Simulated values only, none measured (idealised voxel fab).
The process module presented herein is designated voxel tone inversion.
Cross-section cut spans 265 nm and uses square cells 5 nm in size.
How to read a cross-section here: the picture is a grid of square cells, written as bands going from the top down, and any band can span one or more rows of cells.
What a band's entry tells you: where the top is and where the bottom is, as heights in nm, and after that what lies inside, material by material from left to right, each with its width in nm. Empty space is written as the word "air", and a single material marked with the word "edge to edge" occupies the band from edge to edge.
For the purposes of this specification, 0 denotes the height below which the wafer in its as-received condition is composed wholly of one material, and the lowermost band, lacking a lower limit, extends downward without end, as expressed in "from 0 down".
Width spec "30 to 40" -> top row of cells at first value, bottom row at second value, equal per-row change in between.
Step note "nothing different" = no cross-section cell changed.
Under "Closed void register" you'll find the enclosed gaps, the ones with no way out to the top, that are 8 cells or bigger; each reads width x height at distance, with distance counted from the left edge, everything in nm.
Read whatever lies past the settings on a step's line as the simulator's own remark about the step.
"overlay nm", when on a step's line for a step with a mask, measures how far to the right of its planned place the mask lay; a negative measure means to the left.
**Process steps - plan**
step 1: RECEIVE: material Si
step 2: CONFORMAL_DEP: material SiCN, thk nm 5
step 3: DIRECTIONAL_DEP: material aC, thk nm 20
step 4: PATTERN: tone cover, mask id POSTS, material resist, width nm 15, pitch nm 35, thk nm 25, overlay nm 0
step 5: DIRECTIONAL_ETCH: etch materials aC, depth nm 20
step 6: STRIP: etch materials resist
step 7: FILL_DEP: material SiO2, thk nm 5
step 8: CMP: height nm 25
step 9: STRIP: etch materials aC
**Cross-section of the wafer as it came to us, i.e., already through step 1**
from 0 down = Si edge to edge
Closed void register: none
**Wafer cross-section at module end: first of two, run to plan**
from 25 to 5 = SiO2 105, air 15, SiO2 20, air 15, SiO2 110
from 5 to 0 = SiCN edge to edge
from 0 down = Si edge to edge
Closed void register: none
**The second wafer, shown in cross-section after the module: started the same way as the first and given the same plan, yet one mistake crept into how it was run**
from 25 to 5 = SiO2 100, air 15, SiO2 20, air 15, SiO2 115
from 5 to 0 = SiCN edge to edge
from 0 down = Si edge to edge
Closed void register: none
Deviation noted in wafer processing: heads up, step 4 didn't go per plan, it actually ran as PATTERN: tone cover, mask id POSTS, material resist, width nm 15, pitch nm 35, thk nm 25, overlay nm -5
Comparing end states, the material composition by cell count is preserved from the first wafer to the second, while the locations of the cells are not.
